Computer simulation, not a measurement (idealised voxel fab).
Presented below is a process module, voxel fin reveal.
Square cells of 5 nm make up the cross-section cut, whose width is 260 nm.
In what follows, cross-sections appear as grids of square cells, described through bands that run from the top down, where every band is one or more rows of cells.
Look at the band entry: it leads with the top's height and the bottom's height in nm. Then it lists the materials left to right, with a width in nm for each. The word "edge to edge" on a single material says that material fills the band edge to edge. The word "air" is empty space.
It should be noted that heights are counted from 0, beneath which the wafer as supplied is of one material throughout, and that the lowest band possesses no lower boundary but continues downward, as written in "z 0 and below".
The width entry "30->40" should be interpreted row by row: the top row of cells in the band takes the first number, the bottom row takes the second number, and the change between adjacent rows is uniform throughout.
Given "remains unaltered" for a step, no cell of the cross-section differs between before and after that step.
So "Closed void register" is basically the list of trapped voids: any empty space of 8 cells or more that can't reach the top through an opening. They're written width x height at distance, the distance being from the left edge, and it's all nm.
Heads up: the bit after the settings on a step's line is the simulator's remark on that step.
If you see "overlay nm" on a step's line and that step has a mask, it's telling you how far right of where it was planned the mask ended up; a negative number means it went left instead.

**Intended process steps**
- 1: RECEIVE [material Si]
- 2: CONFORMAL_DEP [material SiN] [thk nm 5]
- 3: DIRECTIONAL_DEP [material aC] [thk nm 10]
- 4: PATTERN [tone cover] [mask id FINS] [material resist] [width nm 15] [pitch nm 35] [thk nm 25] [overlay nm 0]
- 5: DIRECTIONAL_ETCH [etch materials aC] [depth nm 10]
- 6: STRIP [etch materials resist]
- 7: DIRECTIONAL_ETCH [etch materials SiN] [depth nm 5]
- 8: DIRECTIONAL_ETCH [etch materials Si] [depth nm 35]
- 9: STRIP [etch materials aC]
- 10: FILL_DEP [material SiO2] [thk nm 5]
- 11: CMP [height nm 5]
- 12: SELECTIVE_ETCH [etch materials SiO2] [depth nm 25]
- 13: STRIP [etch materials SiN]
- 14: CONFORMAL_DEP [material HfO2] [thk nm 5]

**First of two wafers, processed according to plan**

**Received-state cross-section, reflecting completion of step 1**
- z 0 and below: Si edge to edge
- Closed void register: none

**Wafer xsec, post step 2**
- z 5 to 0: SiN edge to edge
- Heights below 0 show no change.

**Wafer xsec, post step 3**
- z 15 to 5: aC edge to edge
- Heights below 5 show no change.

**Wafer xsec, post step 4**
- z 40 to 15: 70 air, 15 resist, 20 air, 15 resist, 20 air, 15 resist, 20 air, 15 resist, 70 air
- Heights below 15 show no change.

**Wafer xsec, post step 5**
- z 30 to 15: 70 air, 15 resist, 20 air, 15 resist, 20 air, 15 resist, 20 air, 15 resist, 70 air
- z 15 to 5: 70 air, 15 aC, 20 air, 15 aC, 20 air, 15 aC, 20 air, 15 aC, 70 air
- Heights below 5 show no change.

**Wafer xsec, post step 6**
- z 15 to 5: 70 air, 15 aC, 20 air, 15 aC, 20 air, 15 aC, 20 air, 15 aC, 70 air
- Heights below 5 show no change.

**Wafer xsec, post step 7**
- z 15 to 5: 70 air, 15 aC, 20 air, 15 aC, 20 air, 15 aC, 20 air, 15 aC, 70 air
- z 5 to 0: 70 air, 15 SiN, 20 air, 15 SiN, 20 air, 15 SiN, 20 air, 15 SiN, 70 air
- Heights below 0 show no change.

**Wafer xsec, post step 8**
- z 15 to 5: 70 air, 15 aC, 20 air, 15 aC, 20 air, 15 aC, 20 air, 15 aC, 70 air
- z 5 to 0: 70 air, 15 SiN, 20 air, 15 SiN, 20 air, 15 SiN, 20 air, 15 SiN, 70 air
- z 0 to -35: 70 air, 15 Si, 20 air, 15 Si, 20 air, 15 Si, 20 air, 15 Si, 70 air
- Heights below -35 show no change.

**Wafer xsec, post step 9**
- z 5 to 0: 70 air, 15 SiN, 20 air, 15 SiN, 20 air, 15 SiN, 20 air, 15 SiN, 70 air
- Heights below 0 show no change.

**Wafer xsec, post step 10**
- z 10 to 5: SiO2 edge to edge
- z 5 to 0: 70 SiO2, 15 SiN, 20 SiO2, 15 SiN, 20 SiO2, 15 SiN, 20 SiO2, 15 SiN, 70 SiO2
- z 0 to -35: 70 SiO2, 15 Si, 20 SiO2, 15 Si, 20 SiO2, 15 Si, 20 SiO2, 15 Si, 70 SiO2
- Heights below -35 show no change.

**Wafer xsec, post step 11**
- z 5 to 0: 70 SiO2, 15 SiN, 20 SiO2, 15 SiN, 20 SiO2, 15 SiN, 20 SiO2, 15 SiN, 70 SiO2
- Heights below 0 show no change.

**Wafer xsec, post step 12**
- z 5 to 0: 70 air, 15 SiN, 20 air, 15 SiN, 20 air, 15 SiN, 20 air, 15 SiN, 70 air
- z 0 to -20: 70 air, 15 Si, 20 air, 15 Si, 20 air, 15 Si, 20 air, 15 Si, 70 air
- Heights below -20 show no change.

**Wafer xsec, post step 13**
- z 0 to -20: 70 air, 15 Si, 20 air, 15 Si, 20 air, 15 Si, 20 air, 15 Si, 70 air
- Heights below -20 show no change.

**Wafer xsec, post step 14**
- z 5 to 0: 65 air, 25 HfO2, 10 air, 25 HfO2, 10 air, 25 HfO2, 10 air, 25 HfO2, 65 air
- z 0 to -15: 65 air, 5 HfO2, 15 Si, 5 HfO2, 10 air, 5 HfO2, 15 Si, 5 HfO2, 10 air, 5 HfO2, 15 Si, 5 HfO2, 10 air, 5 HfO2, 15 Si, 5 HfO2, 65 air
- z -15 to -20: 70 HfO2, 15 Si, 20 HfO2, 15 Si, 20 HfO2, 15 Si, 20 HfO2, 15 Si, 70 HfO2
- Heights below -20 show no change.

**Here the second wafer is described. Its start and its plan were those of the first wafer. Its run contained one mistake. Up to and including step 11, it did exactly what the first wafer did**

**Look at the second wafer in cross-section at the time step 12 ought to have finished**
- z 5 to 0: 70 SiO2, 15 air, 20 SiO2, 15 air, 20 SiO2, 15 air, 20 SiO2, 15 air, 70 SiO2
- Heights below 0 show no change.

**Look at the second wafer in cross-section at the time step 13 ought to have finished**
- z 0 to -20: 70 air, 15 Si, 20 air, 15 Si, 20 air, 15 Si, 20 air, 15 Si, 70 air
- z -20 to -25: 45 SiO2, 25 air, 15 Si, 20 air, 15 Si, 20 air, 15 Si, 20 air, 15 Si, 25 air, 45 SiO2
- Heights below -25 show no change.

**Look at the second wafer in cross-section at the time step 14 ought to have finished**
- z 5 to 0: 65 air, 25 HfO2, 10 air, 25 HfO2, 10 air, 25 HfO2, 10 air, 25 HfO2, 65 air
- z 0 to -15: 65 air, 5 HfO2, 15 Si, 5 HfO2, 10 air, 5 HfO2, 15 Si, 5 HfO2, 10 air, 5 HfO2, 15 Si, 5 HfO2, 10 air, 5 HfO2, 15 Si, 5 HfO2, 65 air
- z -15 to -20: 50 HfO2, 15 air, 5 HfO2, 15 Si, 5 HfO2, 10 air, 5 HfO2, 15 Si, 5 HfO2, 10 air, 5 HfO2, 15 Si, 5 HfO2, 10 air, 5 HfO2, 15 Si, 5 HfO2, 15 air, 50 HfO2
- z -20 to -25: 45 SiO2, 25 HfO2, 15 Si, 20 HfO2, 15 Si, 20 HfO2, 15 Si, 20 HfO2, 15 Si, 25 HfO2, 45 SiO2
- Heights below -25 show no change.
Misprocessing identified: step 13 occupied the plan position of step 12, and the converse holds as well
FYI, end of process, the second wafer has more or fewer cells of some materials than the first: 10 more of HfO2 | 22 fewer of SiO2
